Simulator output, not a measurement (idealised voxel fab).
The process module presented herein is designated voxel wiring stack.
Section shown: cut. Width: 275 nm. Cell size: 5 nm, square.
For the purposes of this document, a cross-section shall be understood as a grid of square cells, specified as bands listed in top-to-bottom order, each band consisting of one or more rows of cells. Band: top height; bottom height; in nm. Then, left to right: material with width in nm, for each material. "everywhere": a single material spanning edge to edge. "blank": empty space. Heights are expressed relative to 0, this being the level below which the as-received wafer comprises one material exclusively. The lowest band is unbounded in the downward direction and is denoted as in "0 down". Read "30->40" as a graded width: first number on top, second number at the bottom, same change between each pair of neighbouring rows. The cross-section has no changed cell in any step marked "identical to before". "Tabulated closed voids": empty spaces of 8 cells or more with no open way to the top, each given as width x height at distance, distance from the left edge, all in nm. Text after the settings on a step's line: the simulator's own remark on that step. overlay nm: mask right of planned place by this much (step with mask). Neg. = left.

[So here's the lineup of process steps we planned]
| 1 | RECEIVE with material Si |
| 2 | CONFORMAL_DEP with material SiO2, thk nm 10 |
| 3 | CONFORMAL_DEP with material SiN, thk nm 5 |
| 4 | DIRECTIONAL_DEP with material lowk, thk nm 15 |
| 5 | MASKED_ETCH with tone open, mask id METAL_1, width nm 30, pitch nm 60, etch materials lowk, depth nm 15, overlay nm 0 |
| 6 | MASKED_ETCH with tone open, mask id METAL_1, width nm 30, pitch nm 60, etch materials SiN, depth nm 5, overlay nm 0 |
| 7 | CONFORMAL_DEP with material TiN, thk nm 5 |
| 8 | FILL_DEP with material W, thk nm 10 |
| 9 | CMP with height nm 30 |
| 10 | CONFORMAL_DEP with material SiCN, thk nm 5 |
| 11 | DIRECTIONAL_DEP with material lowk, thk nm 10 |
| 12 | DIRECTIONAL_DEP with material aC, thk nm 15 |
| 13 | PATTERN with tone open, mask id PLUG_1, material resist, width nm 15, pitch nm 120, thk nm 35, overlay nm 0 |
| 14 | DIRECTIONAL_ETCH with etch materials aC, depth nm 15 |
| 15 | STRIP with etch materials resist |
| 16 | DIRECTIONAL_ETCH with etch materials lowk, depth nm 10 |
| 17 | DIRECTIONAL_ETCH with etch materials SiCN, depth nm 5 |
| 18 | STRIP with etch materials aC |
| 19 | CONFORMAL_DEP with material TiN, thk nm 5 |
| 20 | FILL_DEP with material Ru, thk nm 5 |
| 21 | CMP with height nm 45 |
| 22 | DIRECTIONAL_DEP with material TiN, thk nm 5 |
| 23 | DIRECTIONAL_DEP with material W, thk nm 15 |
| 24 | MASKED_ETCH with tone cover, mask id METAL_2, width nm 30, pitch nm 60, etch materials W, depth nm 15, overlay nm 0 |
| 25 | MASKED_ETCH with tone cover, mask id METAL_2, width nm 30, pitch nm 60, etch materials TiN, depth nm 5, overlay nm 0 |
| 26 | CONFORMAL_DEP with material SiCN, thk nm 5 |
| 27 | FILL_DEP with material SiO2, thk nm 5 |
| 28 | CMP with height nm 65 |
| 29 | CONFORMAL_DEP with material SiCN, thk nm 5 |
| 30 | DIRECTIONAL_DEP with material SiO2, thk nm 25 |
| 31 | DIRECTIONAL_DEP with material aC, thk nm 15 |
| 32 | PATTERN with tone open, mask id METAL_3_HOLES, material resist, width nm 15, pitch nm 60, thk nm 35, overlay nm 0 |
| 33 | DIRECTIONAL_ETCH with etch materials aC, depth nm 15 |
| 34 | STRIP with etch materials resist |
| 35 | DIRECTIONAL_ETCH with etch materials SiO2, depth nm 25 |
| 36 | STRIP with etch materials aC |
| 37 | DIRECTIONAL_DEP with material aC, thk nm 10 |
| 38 | PATTERN with tone open, mask id METAL_3, material resist, width nm 30, pitch nm 60, thk nm 30, overlay nm 0 |
| 39 | DIRECTIONAL_ETCH with etch materials aC, depth nm 10 |
| 40 | STRIP with etch materials resist |
| 41 | DIRECTIONAL_ETCH with etch materials SiO2, depth nm 15 |
| 42 | DIRECTIONAL_ETCH with etch materials SiCN, depth nm 5 |
| 43 | STRIP with etch materials aC |
| 44 | CONFORMAL_DEP with material TiN, thk nm 5 |
| 45 | FILL_DEP with material Cu, thk nm 5 |
| 46 | CMP with height nm 95 |
| 47 | CONFORMAL_DEP with material SiCN, thk nm 5 |

[Run as planned: first of two wafers]

[Received-state cross-section, reflecting completion of step 1]
    0 down  Si everywhere
    Tabulated closed voids: none

[Once step 2 is through, the wafer looks like this in cross-section]
    10 to 0  SiO2 everywhere
    below 0: unchanged

[Once step 3 is through, the wafer looks like this in cross-section]
    15 to 10  SiN everywhere
    below 10: unchanged

[Once step 4 is through, the wafer looks like this in cross-section]
    30 to 15  lowk everywhere
    below 15: unchanged

[Once step 5 is through, the wafer looks like this in cross-section]
    30 to 15  lowk 30 nm; blank 30 nm; lowk 30 nm; blank 30 nm; lowk 30 nm; blank 30 nm; lowk 30 nm; blank 30 nm; lowk 35 nm
    below 15: unchanged

[Once step 6 is through, the wafer looks like this in cross-section]
    30 to 15  lowk 30 nm; blank 30 nm; lowk 30 nm; blank 30 nm; lowk 30 nm; blank 30 nm; lowk 30 nm; blank 30 nm; lowk 35 nm
    15 to 10  SiN 30 nm; blank 30 nm; SiN 30 nm; blank 30 nm; SiN 30 nm; blank 30 nm; SiN 30 nm; blank 30 nm; SiN 35 nm
    below 10: unchanged

[Once step 7 is through, the wafer looks like this in cross-section]
    35 to 30  TiN 35 nm; blank 20 nm; TiN 40 nm; blank 20 nm; TiN 40 nm; blank 20 nm; TiN 40 nm; blank 20 nm; TiN 40 nm
    30 to 15  lowk 30 nm; TiN 5 nm; blank 20 nm; TiN 5 nm; lowk 30 nm; TiN 5 nm; blank 20 nm; TiN 5 nm; lowk 30 nm; TiN 5 nm; blank 20 nm; TiN 5 nm; lowk 30 nm; TiN 5 nm; blank 20 nm; TiN 5 nm; lowk 35 nm
    15 to 10  SiN 30 nm; TiN 30 nm; SiN 30 nm; TiN 30 nm; SiN 30 nm; TiN 30 nm; SiN 30 nm; TiN 30 nm; SiN 35 nm
    below 10: unchanged

[Once step 8 is through, the wafer looks like this in cross-section]
    45 to 35  W everywhere
    35 to 30  TiN 35 nm; W 20 nm; TiN 40 nm; W 20 nm; TiN 40 nm; W 20 nm; TiN 40 nm; W 20 nm; TiN 40 nm
    30 to 15  lowk 30 nm; TiN 5 nm; W 20 nm; TiN 5 nm; lowk 30 nm; TiN 5 nm; W 20 nm; TiN 5 nm; lowk 30 nm; TiN 5 nm; W 20 nm; TiN 5 nm; lowk 30 nm; TiN 5 nm; W 20 nm; TiN 5 nm; lowk 35 nm
    below 15: unchanged

[Once step 9 is through, the wafer looks like this in cross-section]
    30 to 15  lowk 30 nm; TiN 5 nm; W 20 nm; TiN 5 nm; lowk 30 nm; TiN 5 nm; W 20 nm; TiN 5 nm; lowk 30 nm; TiN 5 nm; W 20 nm; TiN 5 nm; lowk 30 nm; TiN 5 nm; W 20 nm; TiN 5 nm; lowk 35 nm
    below 15: unchanged

[Once step 10 is through, the wafer looks like this in cross-section]
    35 to 30  SiCN everywhere
    below 30: unchanged

[Once step 11 is through, the wafer looks like this in cross-section]
    45 to 35  lowk everywhere
    below 35: unchanged

[Once step 12 is through, the wafer looks like this in cross-section]
    60 to 45  aC everywhere
    below 45: unchanged

[Once step 13 is through, the wafer looks like this in cross-section]
    95 to 60  resist 30 nm; blank 15 nm; resist 105 nm; blank 15 nm; resist 110 nm
    below 60: unchanged

[Once step 14 is through, the wafer looks like this in cross-section]
    80 to 60  resist 30 nm; blank 15 nm; resist 105 nm; blank 15 nm; resist 110 nm
    60 to 45  aC 30 nm; blank 15 nm; aC 105 nm; blank 15 nm; aC 110 nm
    below 45: unchanged

[Once step 15 is through, the wafer looks like this in cross-section]
    60 to 45  aC 30 nm; blank 15 nm; aC 105 nm; blank 15 nm; aC 110 nm
    below 45: unchanged

[Once step 16 is through, the wafer looks like this in cross-section]
    60 to 45  aC 30 nm; blank 15 nm; aC 105 nm; blank 15 nm; aC 110 nm
    45 to 35  lowk 30 nm; blank 15 nm; lowk 105 nm; blank 15 nm; lowk 110 nm
    below 35: unchanged

[Once step 17 is through, the wafer looks like this in cross-section]
    60 to 45  aC 30 nm; blank 15 nm; aC 105 nm; blank 15 nm; aC 110 nm
    45 to 35  lowk 30 nm; blank 15 nm; lowk 105 nm; blank 15 nm; lowk 110 nm
    35 to 30  SiCN 30 nm; blank 15 nm; SiCN 105 nm; blank 15 nm; SiCN 110 nm
    below 30: unchanged

[Once step 18 is through, the wafer looks like this in cross-section]
    45 to 35  lowk 30 nm; blank 15 nm; lowk 105 nm; blank 15 nm; lowk 110 nm
    below 35: unchanged

[Once step 19 is through, the wafer looks like this in cross-section]
    50 to 45  TiN 35 nm; blank 5 nm; TiN 115 nm; blank 5 nm; TiN 115 nm
    45 to 35  lowk 30 nm; TiN 5 nm; blank 5 nm; TiN 5 nm; lowk 105 nm; TiN 5 nm; blank 5 nm; TiN 5 nm; lowk 110 nm
    35 to 30  SiCN 30 nm; TiN 15 nm; SiCN 105 nm; TiN 15 nm; SiCN 110 nm
    below 30: unchanged

[Once step 20 is through, the wafer looks like this in cross-section]
    55 to 50  Ru everywhere
    50 to 45  TiN 35 nm; Ru 5 nm; TiN 115 nm; Ru 5 nm; TiN 115 nm
    45 to 35  lowk 30 nm; TiN 5 nm; Ru 5 nm; TiN 5 nm; lowk 105 nm; TiN 5 nm; Ru 5 nm; TiN 5 nm; lowk 110 nm
    below 35: unchanged

[Once step 21 is through, the wafer looks like this in cross-section]
    45 to 35  lowk 30 nm; TiN 5 nm; Ru 5 nm; TiN 5 nm; lowk 105 nm; TiN 5 nm; Ru 5 nm; TiN 5 nm; lowk 110 nm
    below 35: unchanged

[Once step 22 is through, the wafer looks like this in cross-section]
    50 to 45  TiN everywhere
    below 45: unchanged

[Once step 23 is through, the wafer looks like this in cross-section]
    65 to 50  W everywhere
    below 50: unchanged

[Once step 24 is through, the wafer looks like this in cross-section]
    65 to 50  blank 30 nm; W 30 nm; blank 30 nm; W 30 nm; blank 30 nm; W 30 nm; blank 30 nm; W 30 nm; blank 35 nm
    below 50: unchanged

[Once step 25 is through, the wafer looks like this in cross-section]
    65 to 50  blank 30 nm; W 30 nm; blank 30 nm; W 30 nm; blank 30 nm; W 30 nm; blank 30 nm; W 30 nm; blank 35 nm
    50 to 45  blank 30 nm; TiN 30 nm; blank 30 nm; TiN 30 nm; blank 30 nm; TiN 30 nm; blank 30 nm; TiN 30 nm; blank 35 nm
    below 45: unchanged

[Once step 26 is through, the wafer looks like this in cross-section]
    70 to 65  blank 25 nm; SiCN 40 nm; blank 20 nm; SiCN 40 nm; blank 20 nm; SiCN 40 nm; blank 20 nm; SiCN 40 nm; blank 30 nm
    65 to 50  blank 25 nm; SiCN 5 nm; W 30 nm; SiCN 5 nm; blank 20 nm; SiCN 5 nm; W 30 nm; SiCN 5 nm; blank 20 nm; SiCN 5 nm; W 30 nm; SiCN 5 nm; blank 20 nm; SiCN 5 nm; W 30 nm; SiCN 5 nm; blank 30 nm
    50 to 45  SiCN 30 nm; TiN 30 nm; SiCN 30 nm; TiN 30 nm; SiCN 30 nm; TiN 30 nm; SiCN 30 nm; TiN 30 nm; SiCN 35 nm
    below 45: unchanged

[Once step 27 is through, the wafer looks like this in cross-section]
    75 to 70  SiO2 everywhere
    70 to 65  SiO2 25 nm; SiCN 40 nm; SiO2 20 nm; SiCN 40 nm; SiO2 20 nm; SiCN 40 nm; SiO2 20 nm; SiCN 40 nm; SiO2 30 nm
    65 to 50  SiO2 25 nm; SiCN 5 nm; W 30 nm; SiCN 5 nm; SiO2 20 nm; SiCN 5 nm; W 30 nm; SiCN 5 nm; SiO2 20 nm; SiCN 5 nm; W 30 nm; SiCN 5 nm; SiO2 20 nm; SiCN 5 nm; W 30 nm; SiCN 5 nm; SiO2 30 nm
    below 50: unchanged

[Once step 28 is through, the wafer looks like this in cross-section]
    65 to 50  SiO2 25 nm; SiCN 5 nm; W 30 nm; SiCN 5 nm; SiO2 20 nm; SiCN 5 nm; W 30 nm; SiCN 5 nm; SiO2 20 nm; SiCN 5 nm; W 30 nm; SiCN 5 nm; SiO2 20 nm; SiCN 5 nm; W 30 nm; SiCN 5 nm; SiO2 30 nm
    below 50: unchanged

[Once step 29 is through, the wafer looks like this in cross-section]
    70 to 65  SiCN everywhere
    below 65: unchanged

[Once step 30 is through, the wafer looks like this in cross-section]
    95 to 70  SiO2 everywhere
    below 70: unchanged

[Once step 31 is through, the wafer looks like this in cross-section]
    110 to 95  aC everywhere
    below 95: unchanged

[Once step 32 is through, the wafer looks like this in cross-section]
    145 to 110  resist 30 nm; blank 15 nm; resist 45 nm; blank 15 nm; resist 45 nm; blank 15 nm; resist 45 nm; blank 15 nm; resist 50 nm
    below 110: unchanged

[Once step 33 is through, the wafer looks like this in cross-section]
    130 to 110  resist 30 nm; blank 15 nm; resist 45 nm; blank 15 nm; resist 45 nm; blank 15 nm; resist 45 nm; blank 15 nm; resist 50 nm
    110 to 95  aC 30 nm; blank 15 nm; aC 45 nm; blank 15 nm; aC 45 nm; blank 15 nm; aC 45 nm; blank 15 nm; aC 50 nm
    below 95: unchanged

[Once step 34 is through, the wafer looks like this in cross-section]
    110 to 95  aC 30 nm; blank 15 nm; aC 45 nm; blank 15 nm; aC 45 nm; blank 15 nm; aC 45 nm; blank 15 nm; aC 50 nm
    below 95: unchanged

[Once step 35 is through, the wafer looks like this in cross-section]
    110 to 95  aC 30 nm; blank 15 nm; aC 45 nm; blank 15 nm; aC 45 nm; blank 15 nm; aC 45 nm; blank 15 nm; aC 50 nm
    95 to 70  SiO2 30 nm; blank 15 nm; SiO2 45 nm; blank 15 nm; SiO2 45 nm; blank 15 nm; SiO2 45 nm; blank 15 nm; SiO2 50 nm
    below 70: unchanged

[Once step 36 is through, the wafer looks like this in cross-section]
    95 to 70  SiO2 30 nm; blank 15 nm; SiO2 45 nm; blank 15 nm; SiO2 45 nm; blank 15 nm; SiO2 45 nm; blank 15 nm; SiO2 50 nm
    below 70: unchanged

[Once step 37 is through, the wafer looks like this in cross-section]
    105 to 95  aC 30 nm; blank 15 nm; aC 45 nm; blank 15 nm; aC 45 nm; blank 15 nm; aC 45 nm; blank 15 nm; aC 50 nm
    95 to 80  SiO2 30 nm; blank 15 nm; SiO2 45 nm; blank 15 nm; SiO2 45 nm; blank 15 nm; SiO2 45 nm; blank 15 nm; SiO2 50 nm
    80 to 70  SiO2 30 nm; aC 15 nm; SiO2 45 nm; aC 15 nm; SiO2 45 nm; aC 15 nm; SiO2 45 nm; aC 15 nm; SiO2 50 nm
    below 70: unchanged

[Once step 38 is through, the wafer looks like this in cross-section]
    135 to 105  resist 30 nm; blank 30 nm; resist 30 nm; blank 30 nm; resist 30 nm; blank 30 nm; resist 30 nm; blank 30 nm; resist 35 nm
    below 105: unchanged

[Once step 39 is through, the wafer looks like this in cross-section]
    125 to 105  resist 30 nm; blank 30 nm; resist 30 nm; blank 30 nm; resist 30 nm; blank 30 nm; resist 30 nm; blank 30 nm; resist 35 nm
    105 to 95  aC 30 nm; blank 30 nm; aC 30 nm; blank 30 nm; aC 30 nm; blank 30 nm; aC 30 nm; blank 30 nm; aC 35 nm
    95 to 70  SiO2 30 nm; blank 15 nm; SiO2 45 nm; blank 15 nm; SiO2 45 nm; blank 15 nm; SiO2 45 nm; blank 15 nm; SiO2 50 nm
    below 70: unchanged

[Once step 40 is through, the wafer looks like this in cross-section]
    105 to 95  aC 30 nm; blank 30 nm; aC 30 nm; blank 30 nm; aC 30 nm; blank 30 nm; aC 30 nm; blank 30 nm; aC 35 nm
    below 95: unchanged

[Once step 41 is through, the wafer looks like this in cross-section]
    105 to 95  aC 30 nm; blank 30 nm; aC 30 nm; blank 30 nm; aC 30 nm; blank 30 nm; aC 30 nm; blank 30 nm; aC 35 nm
    95 to 80  SiO2 30 nm; blank 30 nm; SiO2 30 nm; blank 30 nm; SiO2 30 nm; blank 30 nm; SiO2 30 nm; blank 30 nm; SiO2 35 nm
    below 80: unchanged

[Once step 42 is through, the wafer looks like this in cross-section]
    105 to 95  aC 30 nm; blank 30 nm; aC 30 nm; blank 30 nm; aC 30 nm; blank 30 nm; aC 30 nm; blank 30 nm; aC 35 nm
    95 to 80  SiO2 30 nm; blank 30 nm; SiO2 30 nm; blank 30 nm; SiO2 30 nm; blank 30 nm; SiO2 30 nm; blank 30 nm; SiO2 35 nm
    80 to 70  SiO2 30 nm; blank 15 nm; SiO2 45 nm; blank 15 nm; SiO2 45 nm; blank 15 nm; SiO2 45 nm; blank 15 nm; SiO2 50 nm
    70 to 65  SiCN 30 nm; blank 15 nm; SiCN 45 nm; blank 15 nm; SiCN 45 nm; blank 15 nm; SiCN 45 nm; blank 15 nm; SiCN 50 nm
    below 65: unchanged

[Once step 43 is through, the wafer looks like this in cross-section]
    95 to 80  SiO2 30 nm; blank 30 nm; SiO2 30 nm; blank 30 nm; SiO2 30 nm; blank 30 nm; SiO2 30 nm; blank 30 nm; SiO2 35 nm
    below 80: unchanged

[Once step 44 is through, the wafer looks like this in cross-section]
    100 to 95  TiN 35 nm; blank 20 nm; TiN 40 nm; blank 20 nm; TiN 40 nm; blank 20 nm; TiN 40 nm; blank 20 nm; TiN 40 nm
    95 to 85  SiO2 30 nm; TiN 5 nm; blank 20 nm; TiN 5 nm; SiO2 30 nm; TiN 5 nm; blank 20 nm; TiN 5 nm; SiO2 30 nm; TiN 5 nm; blank 20 nm; TiN 5 nm; SiO2 30 nm; TiN 5 nm; blank 20 nm; TiN 5 nm; SiO2 35 nm
    85 to 80  SiO2 30 nm; TiN 5 nm; blank 5 nm; TiN 20 nm; SiO2 30 nm; TiN 5 nm; blank 5 nm; TiN 20 nm; SiO2 30 nm; TiN 5 nm; blank 5 nm; TiN 20 nm; SiO2 30 nm; TiN 5 nm; blank 5 nm; TiN 20 nm; SiO2 35 nm
    80 to 70  SiO2 30 nm; TiN 5 nm; blank 5 nm; TiN 5 nm; SiO2 45 nm; TiN 5 nm; blank 5 nm; TiN 5 nm; SiO2 45 nm; TiN 5 nm; blank 5 nm; TiN 5 nm; SiO2 45 nm; TiN 5 nm; blank 5 nm; TiN 5 nm; SiO2 50 nm
    70 to 65  SiCN 30 nm; TiN 15 nm; SiCN 45 nm; TiN 15 nm; SiCN 45 nm; TiN 15 nm; SiCN 45 nm; TiN 15 nm; SiCN 50 nm
    below 65: unchanged

[Once step 45 is through, the wafer looks like this in cross-section]
    105 to 100  Cu everywhere
    100 to 95  TiN 35 nm; Cu 20 nm; TiN 40 nm; Cu 20 nm; TiN 40 nm; Cu 20 nm; TiN 40 nm; Cu 20 nm; TiN 40 nm
    95 to 85  SiO2 30 nm; TiN 5 nm; Cu 20 nm; TiN 5 nm; SiO2 30 nm; TiN 5 nm; Cu 20 nm; TiN 5 nm; SiO2 30 nm; TiN 5 nm; Cu 20 nm; TiN 5 nm; SiO2 30 nm; TiN 5 nm; Cu 20 nm; TiN 5 nm; SiO2 35 nm
    85 to 80  SiO2 30 nm; TiN 5 nm; Cu 5 nm; TiN 20 nm; SiO2 30 nm; TiN 5 nm; Cu 5 nm; TiN 20 nm; SiO2 30 nm; TiN 5 nm; Cu 5 nm; TiN 20 nm; SiO2 30 nm; TiN 5 nm; Cu 5 nm; TiN 20 nm; SiO2 35 nm
    80 to 70  SiO2 30 nm; TiN 5 nm; Cu 5 nm; TiN 5 nm; SiO2 45 nm; TiN 5 nm; Cu 5 nm; TiN 5 nm; SiO2 45 nm; TiN 5 nm; Cu 5 nm; TiN 5 nm; SiO2 45 nm; TiN 5 nm; Cu 5 nm; TiN 5 nm; SiO2 50 nm
    below 70: unchanged

[Once step 46 is through, the wafer looks like this in cross-section]
    95 to 85  SiO2 30 nm; TiN 5 nm; Cu 20 nm; TiN 5 nm; SiO2 30 nm; TiN 5 nm; Cu 20 nm; TiN 5 nm; SiO2 30 nm; TiN 5 nm; Cu 20 nm; TiN 5 nm; SiO2 30 nm; TiN 5 nm; Cu 20 nm; TiN 5 nm; SiO2 35 nm
    below 85: unchanged

[Once step 47 is through, the wafer looks like this in cross-section]
    100 to 95  SiCN everywhere
    below 95: unchanged

[The remaining wafer, second of the two, started like the first and was run to the same plan, except that one mistake was made along the way; the two coincide through step 37, inclusive]

[Second wafer, section view, time point: scheduled end of step 38]
    135 to 105  resist 25 nm; blank 40 nm; resist 20 nm; blank 40 nm; resist 20 nm; blank 40 nm; resist 20 nm; blank 40 nm; resist 30 nm
    below 105: unchanged

[Second wafer, section view, time point: scheduled end of step 39]
    125 to 105  resist 25 nm; blank 40 nm; resist 20 nm; blank 40 nm; resist 20 nm; blank 40 nm; resist 20 nm; blank 40 nm; resist 30 nm
    105 to 95  aC 25 nm; blank 40 nm; aC 20 nm; blank 40 nm; aC 20 nm; blank 40 nm; aC 20 nm; blank 40 nm; aC 30 nm
    95 to 70  SiO2 30 nm; blank 15 nm; SiO2 45 nm; blank 15 nm; SiO2 45 nm; blank 15 nm; SiO2 45 nm; blank 15 nm; SiO2 50 nm
    below 70: unchanged

[Second wafer, section view, time point: scheduled end of step 40]
    105 to 95  aC 25 nm; blank 40 nm; aC 20 nm; blank 40 nm; aC 20 nm; blank 40 nm; aC 20 nm; blank 40 nm; aC 30 nm
    below 95: unchanged

[Second wafer, section view, time point: scheduled end of step 41]
    105 to 95  aC 25 nm; blank 40 nm; aC 20 nm; blank 40 nm; aC 20 nm; blank 40 nm; aC 20 nm; blank 40 nm; aC 30 nm
    95 to 80  SiO2 25 nm; blank 40 nm; SiO2 20 nm; blank 40 nm; SiO2 20 nm; blank 40 nm; SiO2 20 nm; blank 40 nm; SiO2 30 nm
    below 80: unchanged

[Second wafer, section view, time point: scheduled end of step 42]
    105 to 95  aC 25 nm; blank 40 nm; aC 20 nm; blank 40 nm; aC 20 nm; blank 40 nm; aC 20 nm; blank 40 nm; aC 30 nm
    95 to 80  SiO2 25 nm; blank 40 nm; SiO2 20 nm; blank 40 nm; SiO2 20 nm; blank 40 nm; SiO2 20 nm; blank 40 nm; SiO2 30 nm
    80 to 70  SiO2 30 nm; blank 15 nm; SiO2 45 nm; blank 15 nm; SiO2 45 nm; blank 15 nm; SiO2 45 nm; blank 15 nm; SiO2 50 nm
    70 to 65  SiCN 30 nm; blank 15 nm; SiCN 45 nm; blank 15 nm; SiCN 45 nm; blank 15 nm; SiCN 45 nm; blank 15 nm; SiCN 50 nm
    below 65: unchanged

[Second wafer, section view, time point: scheduled end of step 43]
    95 to 80  SiO2 25 nm; blank 40 nm; SiO2 20 nm; blank 40 nm; SiO2 20 nm; blank 40 nm; SiO2 20 nm; blank 40 nm; SiO2 30 nm
    below 80: unchanged

[Second wafer, section view, time point: scheduled end of step 44]
    100 to 95  TiN 30 nm; blank 30 nm; TiN 30 nm; blank 30 nm; TiN 30 nm; blank 30 nm; TiN 30 nm; blank 30 nm; TiN 35 nm
    95 to 85  SiO2 25 nm; TiN 5 nm; blank 30 nm; TiN 5 nm; SiO2 20 nm; TiN 5 nm; blank 30 nm; TiN 5 nm; SiO2 20 nm; TiN 5 nm; blank 30 nm; TiN 5 nm; SiO2 20 nm; TiN 5 nm; blank 30 nm; TiN 5 nm; SiO2 30 nm
    85 to 80  SiO2 25 nm; TiN 10 nm; blank 5 nm; TiN 25 nm; SiO2 20 nm; TiN 10 nm; blank 5 nm; TiN 25 nm; SiO2 20 nm; TiN 10 nm; blank 5 nm; TiN 25 nm; SiO2 20 nm; TiN 10 nm; blank 5 nm; TiN 25 nm; SiO2 30 nm
    80 to 70  SiO2 30 nm; TiN 5 nm; blank 5 nm; TiN 5 nm; SiO2 45 nm; TiN 5 nm; blank 5 nm; TiN 5 nm; SiO2 45 nm; TiN 5 nm; blank 5 nm; TiN 5 nm; SiO2 45 nm; TiN 5 nm; blank 5 nm; TiN 5 nm; SiO2 50 nm
    70 to 65  SiCN 30 nm; TiN 15 nm; SiCN 45 nm; TiN 15 nm; SiCN 45 nm; TiN 15 nm; SiCN 45 nm; TiN 15 nm; SiCN 50 nm
    below 65: unchanged

[Second wafer, section view, time point: scheduled end of step 45]
    105 to 100  Cu everywhere
    100 to 95  TiN 30 nm; Cu 30 nm; TiN 30 nm; Cu 30 nm; TiN 30 nm; Cu 30 nm; TiN 30 nm; Cu 30 nm; TiN 35 nm
    95 to 85  SiO2 25 nm; TiN 5 nm; Cu 30 nm; TiN 5 nm; SiO2 20 nm; TiN 5 nm; Cu 30 nm; TiN 5 nm; SiO2 20 nm; TiN 5 nm; Cu 30 nm; TiN 5 nm; SiO2 20 nm; TiN 5 nm; Cu 30 nm; TiN 5 nm; SiO2 30 nm
    85 to 80  SiO2 25 nm; TiN 10 nm; Cu 5 nm; TiN 25 nm; SiO2 20 nm; TiN 10 nm; Cu 5 nm; TiN 25 nm; SiO2 20 nm; TiN 10 nm; Cu 5 nm; TiN 25 nm; SiO2 20 nm; TiN 10 nm; Cu 5 nm; TiN 25 nm; SiO2 30 nm
    80 to 70  SiO2 30 nm; TiN 5 nm; Cu 5 nm; TiN 5 nm; SiO2 45 nm; TiN 5 nm; Cu 5 nm; TiN 5 nm; SiO2 45 nm; TiN 5 nm; Cu 5 nm; TiN 5 nm; SiO2 45 nm; TiN 5 nm; Cu 5 nm; TiN 5 nm; SiO2 50 nm
    below 70: unchanged

[Second wafer, section view, time point: scheduled end of step 46]
    95 to 85  SiO2 25 nm; TiN 5 nm; Cu 30 nm; TiN 5 nm; SiO2 20 nm; TiN 5 nm; Cu 30 nm; TiN 5 nm; SiO2 20 nm; TiN 5 nm; Cu 30 nm; TiN 5 nm; SiO2 20 nm; TiN 5 nm; Cu 30 nm; TiN 5 nm; SiO2 30 nm
    below 85: unchanged

[Second wafer, section view, time point: scheduled end of step 47]
    100 to 95  SiCN everywhere
    below 95: unchanged
Plan not followed: off-plan run, step 38, actual operation and settings PATTERN with tone open, mask id METAL_3, material resist, width nm 40, pitch nm 60, thk nm 30, overlay nm 0
Final comparison by cell count, materials where the second wafer has more or fewer than the first: +16 Cu | -24 SiO2 | +8 TiN
